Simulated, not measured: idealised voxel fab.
process module | voxel spacer lines
cross-section cut | 180 nm wide | cells 5 nm
A cross-section is a grid of square cells, given in bands from the top down. A band is one or more rows of cells.
Each band's line starts with the height of the band's top and of its bottom, in nm. Then come its materials from left to right, each with its width in nm. One material with "throughout" fills the band from edge to edge. "air" is empty space.
Height 0 is the level under which the wafer as received is all one material. The lowest band goes on downwards, as in "0 down".
A width such as "30 to 40" changes by the same amount from each row of cells to the next, from the band's top row to its bottom row.
"no change" after a step means that no cell of the cross-section changed.
closed voids: empty space of 8 cells or more with no open way to the top, each as width x height at its distance from the left edge, in nm
after a step's settings: what the simulator itself notes on the step
overlay nm, on a step with a mask: how far to the right of its planned place the mask lay; to the left if negative
plan
1 op RECEIVE | material Si
2 op CONFORMAL_DEP | material Al2O3 | thk nm 5
3 op DIRECTIONAL_DEP | material TiN | thk nm 15
4 op DIRECTIONAL_DEP | material polySi | thk nm 25
5 op PATTERN | tone cover | mask id MANDREL | material resist | width nm 25 | pitch nm 80 | thk nm 30 | overlay nm 0
6 op DIRECTIONAL_ETCH | etch materials polySi | depth nm 25
7 op STRIP | etch materials resist
8 op CONFORMAL_DEP | material SiO2 | thk nm 15
9 op DIRECTIONAL_ETCH | etch materials SiO2 | depth nm 15
10 op STRIP | etch materials polySi
11 op DIRECTIONAL_ETCH | etch materials TiN | depth nm 15
12 op STRIP | etch materials SiO2
as received, after step 1
  0 down: Si throughout
  closed voids: none
a wafer at the end: this start, this plan, one mistake
  15 to 0: air 20 | TiN 15 | air 25 | TiN 15 | air 25 | TiN 15 | air 25 | TiN 15 | air 25
  0 down: Si throughout
  closed voids: none
what went wrong: step 2 was left out
